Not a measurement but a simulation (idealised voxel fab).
The document below concerns the process module designated voxel capacitor over wiring.
Cross-sectional view cut (width: 295 nm; square cell size: 5 nm).
The cross-sections in this document take the form of a grid made of square cells. They are written out as bands, in order from top to bottom. Each band consists of one or more rows of cells. Per band: top height and bottom height in nm, followed by the left-to-right materials and their widths in nm; "edge to edge" marks a single material spanning edge to edge, "blank" marks empty space. Convention: height 0 is the level below which the wafer, as received, is all one material. The lowest band does not terminate at the bottom but continues downward, represented as "0 nm and below". The two numbers in a width such as "30->40" mark its ends across the band: the first belongs to the top row of cells, the second to the bottom row, and from each row to the next the width moves by the same amount. Where the words "left unchanged" appear for a step, the cross-section shows no cell changed by that step; every cell remained as before. The label "Fully sealed voids" introduces a list of the empty spaces, 8 cells or larger, that have no open way up to the top; each entry in it reads width x height at distance, where the distance is taken from the left edge and all three are stated in nm. Note: text after step settings on the step line = simulator remark on that step. If you see "overlay nm" on a step's line and that step has a mask, it's telling you how far right of where it was planned the mask ended up; a negative number means it went left instead.

# Steps planned for the process
1 RECEIVE with material Si
2 CONFORMAL_DEP with material SiO2, thk nm 15
3 CONFORMAL_DEP with material SiCN, thk nm 5
4 DIRECTIONAL_DEP with material lowk, thk nm 15
5 DIRECTIONAL_DEP with material aC, thk nm 10
6 PATTERN with tone open, mask id METAL_1, material resist, width nm 20, pitch nm 85, thk nm 30, overlay nm 0
7 DIRECTIONAL_ETCH with etch materials aC, depth nm 10
8 STRIP with etch materials resist
9 DIRECTIONAL_ETCH with etch materials lowk, depth nm 15
10 DIRECTIONAL_ETCH with etch materials SiCN, depth nm 5
11 STRIP with etch materials aC
12 CONFORMAL_DEP with material TiN, thk nm 5
13 FILL_DEP with material Cu, thk nm 10
14 CMP with height nm 35
15 CONFORMAL_DEP with material SiCN, thk nm 5
16 DIRECTIONAL_DEP with material SiO2, thk nm 20
17 PATTERN with tone open, mask id PLUG_1, material resist, width nm 15, thk nm 20, overlay nm -15
18 DIRECTIONAL_ETCH with etch materials SiO2, depth nm 20
19 DIRECTIONAL_ETCH with etch materials SiCN, depth nm 5
20 STRIP with etch materials resist
21 EPI with material Ru, thk nm 10
22 EPI with material Ru, thk nm 10
23 EPI with material Ru, thk nm 5
24 DIRECTIONAL_DEP with material TiN, thk nm 5
25 DIRECTIONAL_DEP with material HfO2, thk nm 5
26 DIRECTIONAL_DEP with material TiN, thk nm 5
27 DIRECTIONAL_DEP with material aC, thk nm 15
28 PATTERN with tone cover, mask id UPPER_PLATE, material resist, width nm 70, thk nm 35, overlay nm 0
29 DIRECTIONAL_ETCH with etch materials aC, depth nm 15
30 STRIP with etch materials resist
31 DIRECTIONAL_ETCH with etch materials TiN, depth nm 5
32 DIRECTIONAL_ETCH with etch materials HfO2, depth nm 5
33 STRIP with etch materials aC
34 DIRECTIONAL_DEP with material aC, thk nm 15
35 PATTERN with tone cover, mask id LOWER_PLATE, material resist, width nm 80, thk nm 35, overlay nm 0
36 DIRECTIONAL_ETCH with etch materials aC, depth nm 15
37 STRIP with etch materials resist
38 DIRECTIONAL_ETCH with etch materials TiN, depth nm 5
39 STRIP with etch materials aC
40 FILL_DEP with material SiO2, thk nm 20
41 CMP with height nm 90
42 DIRECTIONAL_DEP with material aC, thk nm 15
43 PATTERN with tone open, mask id PLUG_2, material resist, width nm 15, thk nm 35, overlay nm 0
44 DIRECTIONAL_ETCH with etch materials aC, depth nm 15
45 STRIP with etch materials resist
46 DIRECTIONAL_ETCH with etch materials SiO2, depth nm 15
47 STRIP with etch materials aC
48 CONFORMAL_DEP with material TiN, thk nm 5
49 FILL_DEP with material Cu, thk nm 10
50 CMP with height nm 90
51 CONFORMAL_DEP with material SiCN, thk nm 5
Variable across wafers: step 17 overlay nm (plan value is that of the first wafer; starting state common to all).

# Cross-section: the first of several wafers in its as-received state, i.e. following step 1
* 0 nm and below | Si edge to edge
* Fully sealed voids: none

# Module finished, last step 51 done: cross-section of the first of several wafers
* 95 nm to 90 nm | SiCN edge to edge
* 90 nm to 80 nm | SiO2: 110; TiN: 5; Cu: 5; TiN: 5; SiO2: 170
* 80 nm to 70 nm | SiO2: 110->100; TiN: 15->70; SiO2: 170->125
* 70 nm to 65 nm | SiO2: 100; HfO2: 70; SiO2: 125
* 65 nm to 60 nm | SiO2: 95; TiN: 80; SiO2: 120
* 60 nm to 40 nm | SiO2: 85; Ru: 15; SiO2: 195
* 40 nm to 35 nm | SiCN: 85; Ru: 15; SiCN: 195
* 35 nm to 20 nm | lowk: 95; TiN: 5; Cu: 10; TiN: 5; lowk: 65; TiN: 5; Cu: 10; TiN: 5; lowk: 95
* 20 nm to 15 nm | SiCN: 95; TiN: 20; SiCN: 65; TiN: 20; SiCN: 95
* 15 nm to 0 nm | SiO2 edge to edge
* 0 nm and below | Si edge to edge
* Fully sealed voids: none

# Cross-section of the last wafer at end of module
* 95 nm to 90 nm | SiCN edge to edge
* 90 nm to 80 nm | SiO2: 110; TiN: 5; Cu: 5; TiN: 5; SiO2: 170
* 80 nm to 75 nm | SiO2: 110; TiN: 15; SiO2: 170
* 75 nm to 70 nm | SiO2: 100; TiN: 15; SiO2: 15; TiN: 40; SiO2: 125
* 70 nm to 65 nm | SiO2: 100; HfO2: 15; SiO2: 15; HfO2: 40; SiO2: 125
* 65 nm to 60 nm | SiO2: 95; TiN: 20; SiO2: 15; TiN: 45; SiO2: 120
* 60 nm to 50 nm | SiO2 edge to edge
* 50 nm to 45 nm | SiO2: 115; TiN: 15; SiO2: 165
* 45 nm to 40 nm | SiO2: 115; HfO2: 15; SiO2: 165
* 40 nm to 35 nm | SiCN: 115; TiN: 15; SiCN: 165
* 35 nm to 20 nm | lowk: 95; TiN: 5; Cu: 10; TiN: 5; lowk: 65; TiN: 5; Cu: 10; TiN: 5; lowk: 95
* 20 nm to 15 nm | SiCN: 95; TiN: 20; SiCN: 65; TiN: 20; SiCN: 95
* 15 nm to 0 nm | SiO2 edge to edge
* 0 nm and below | Si edge to edge
* Fully sealed voids: none

# wafer rows; end of module; cells per material since receipt: (+) gained, (-) lost; then closed voids
overlay nm -15 | +14 Cu | +14 HfO2 | +15 Ru | +166 SiCN | +702 SiO2 | +57 TiN | +153 lowk | Fully sealed voids: none
overlay nm -10 | +14 Cu | +14 HfO2 | +15 Ru | +166 SiCN | +702 SiO2 | +57 TiN | +153 lowk | Fully sealed voids: none
overlay nm -5 | +14 Cu | +14 HfO2 | +15 Ru | +166 SiCN | +702 SiO2 | +57 TiN | +153 lowk | Fully sealed voids: none
overlay nm 0 | +14 Cu | +14 HfO2 | +15 Ru | +166 SiCN | +702 SiO2 | +57 TiN | +153 lowk | Fully sealed voids: none
overlay nm 5 | +14 Cu | +14 HfO2 | +15 Ru | +166 SiCN | +702 SiO2 | +57 TiN | +153 lowk | Fully sealed voids: none
overlay nm 10 | +14 Cu | +14 HfO2 | +15 Ru | +166 SiCN | +702 SiO2 | +57 TiN | +153 lowk | Fully sealed voids: none
overlay nm 15 | +14 Cu | +14 HfO2 | +166 SiCN | +717 SiO2 | +57 TiN | +153 lowk | Fully sealed voids: none
